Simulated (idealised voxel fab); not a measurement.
Documented hereafter: the process module known as voxel wiring stack.
Displayed cross-section: cut, width of 185 nm, square cells sized 5 nm.
Cross-section spec: square-cell grid; bands listed top down; each band is one or more rows.
Per band: top height and bottom height in nm, followed by the left-to-right materials and their widths in nm; "everywhere" marks a single material spanning edge to edge, "blank" marks empty space.
Measure heights from 0. That's the level where, below it, the as-received wafer is all one material. The lowest band is bottomless and extends downward; write it as in "0 -> down".
Width: "30..40" (first number = top row, second number = bottom row, same change from row to row of cells).
When a step is marked "all unchanged", none of the cells in the cross-section changed during that step.
If an empty space has no open way to the top and is at least 8 cells in size, "Sealed internal cavities" lists it, written width x height at distance, where distance is measured from the left edge and every value is in nm.
On each step's line, the part that comes after the settings is the simulator's own comment on the step.
overlay nm: for a step with a mask, the amount by which the mask lay right of where it was planned; a negative amount means left of it.

**Steps planned for the process**
1: RECEIVE: material Si
2: CONFORMAL_DEP: material SiO2, thk nm 15
3: DIRECTIONAL_DEP: material TiN, thk nm 5
4: DIRECTIONAL_DEP: material W, thk nm 15
5: PATTERN: tone cover, mask id METAL_1, material resist, width nm 20, pitch nm 45, thk nm 20, overlay nm 0
6: DIRECTIONAL_ETCH: etch materials W, depth nm 15
7: DIRECTIONAL_ETCH: etch materials TiN, depth nm 5
8: STRIP: etch materials resist
9: CONFORMAL_DEP: material SiN, thk nm 5
10: FILL_DEP: material lowk, thk nm 5
11: CMP: height nm 35
12: CONFORMAL_DEP: material SiCN, thk nm 5
13: DIRECTIONAL_DEP: material SiO2, thk nm 35
14: MASKED_ETCH: tone open, mask id METAL_2, width nm 20, pitch nm 45, etch materials SiO2, depth nm 20, overlay nm 0
15: DIRECTIONAL_DEP: material aC, thk nm 15
16: PATTERN: tone open, mask id METAL_2_HOLES, material resist, width nm 15, pitch nm 45, thk nm 35, overlay nm 0
17: DIRECTIONAL_ETCH: etch materials aC, depth nm 15
18: STRIP: etch materials resist
19: DIRECTIONAL_ETCH: etch materials SiO2, depth nm 15
20: DIRECTIONAL_ETCH: etch materials SiCN, depth nm 5
21: STRIP: etch materials aC
22: CONFORMAL_DEP: material TiN, thk nm 5
23: FILL_DEP: material Cu, thk nm 5
24: CMP: height nm 75
25: CONFORMAL_DEP: material SiCN, thk nm 5
26: DIRECTIONAL_DEP: material lowk, thk nm 10
27: PATTERN: tone open, mask id PLUG_2, material resist, width nm 15, thk nm 20, overlay nm 0
28: DIRECTIONAL_ETCH: etch materials lowk, depth nm 10
29: DIRECTIONAL_ETCH: etch materials SiCN, depth nm 5
30: STRIP: etch materials resist
31: CONFORMAL_DEP: material TiN, thk nm 5
32: FILL_DEP: material W, thk nm 5
33: CMP: height nm 90
34: CONFORMAL_DEP: material SiCN, thk nm 5
35: DIRECTIONAL_DEP: material SiO2, thk nm 25
36: PATTERN: tone open, mask id METAL_3, material resist, width nm 20, pitch nm 45, thk nm 20, overlay nm 0
37: DIRECTIONAL_ETCH: etch materials SiO2, depth nm 25
38: DIRECTIONAL_ETCH: etch materials SiCN, depth nm 5
39: STRIP: etch materials resist
40: CONFORMAL_DEP: material TiN, thk nm 5
41: FILL_DEP: material Cu, thk nm 10
42: CMP: height nm 120
43: CONFORMAL_DEP: material SiCN, thk nm 5
44: DIRECTIONAL_DEP: material lowk, thk nm 10
45: PATTERN: tone open, mask id PLUG_3, material resist, width nm 15, pitch nm 45, thk nm 15, overlay nm 0
46: DIRECTIONAL_ETCH: etch materials lowk, depth nm 10
47: DIRECTIONAL_ETCH: etch materials SiCN, depth nm 5
48: STRIP: etch materials resist
49: EPI: material Ru, thk nm 10
50: EPI: material Ru, thk nm 5
51: DIRECTIONAL_DEP: material TiN, thk nm 5
52: DIRECTIONAL_DEP: material W, thk nm 25
53: MASKED_ETCH: tone cover, mask id METAL_4, width nm 20, pitch nm 45, etch materials W, depth nm 25, overlay nm 0
54: MASKED_ETCH: tone cover, mask id METAL_4, width nm 20, pitch nm 45, etch materials TiN, depth nm 5, overlay nm 0
55: CONFORMAL_DEP: material SiN, thk nm 5
56: FILL_DEP: material SiO2, thk nm 10
57: CMP: height nm 165
58: CONFORMAL_DEP: material SiN, thk nm 5

**Cross-section: wafer on arrival = after step 1**
	0 -> down: Si everywhere
	Sealed internal cavities: none

**Starting structure and process plan are as shown above, but one mistake was made in running the module; the wafer cross-section at the end of the module follows**
	170 -> 165: SiN everywhere
	165 -> 160: SiO2 (55)  SiN (30)  SiO2 (15)  SiN (30)  SiO2 (55)
	160 -> 140: SiO2 (55)  SiN (5)  W (20)  SiN (5)  SiO2 (15)  SiN (5)  W (20)  SiN (5)  SiO2 (55)
	140 -> 135: SiN (60)  TiN (20)  SiN (25)  TiN (20)  SiN (60)
	135 -> 125: lowk (60)  Ru (15)  lowk (30)  Ru (15)  lowk (65)
	125 -> 120: SiCN (60)  Ru (15)  SiCN (30)  Ru (15)  SiCN (65)
	120 -> 95: SiO2 (60)  TiN (5)  Cu (10)  TiN (5)  SiO2 (25)  TiN (5)  Cu (10)  TiN (5)  SiO2 (60)
	95 -> 90: SiCN (60)  TiN (20)  SiCN (25)  TiN (20)  SiCN (60)
	90 -> 80: lowk (60)  TiN (5)  W (5)  TiN (5)  lowk (110)
	80 -> 75: SiCN (60)  TiN (15)  SiCN (110)
	75 -> 60: SiO2 (60)  TiN (5)  Cu (10)  TiN (5)  SiO2 (25)  TiN (5)  Cu (10)  TiN (5)  SiO2 (60)
	60 -> 55: SiO2 (60)  TiN (5)  Cu (5)  TiN (10)  SiO2 (25)  TiN (5)  Cu (5)  TiN (10)  SiO2 (60)
	55 -> 40: SiO2 (60)  TiN (5)  Cu (5)  TiN (5)  SiO2 (30)  TiN (5)  Cu (5)  TiN (5)  SiO2 (65)
	40 -> 35: SiCN (60)  TiN (15)  SiCN (30)  TiN (15)  SiCN (65)
	35 -> 20: lowk (55)  SiN (5)  W (20)  SiN (5)  lowk (15)  SiN (5)  W (20)  SiN (5)  lowk (55)
	20 -> 15: SiN (60)  TiN (20)  SiN (25)  TiN (20)  SiN (60)
	15 -> 0: SiO2 everywhere
	0 -> down: Si everywhere
	Sealed internal cavities: none
In executing the process, a mistake was made relative to the plan: step 52 changed vs plan, executed as DIRECTIONAL_DEP: material W, thk nm 20
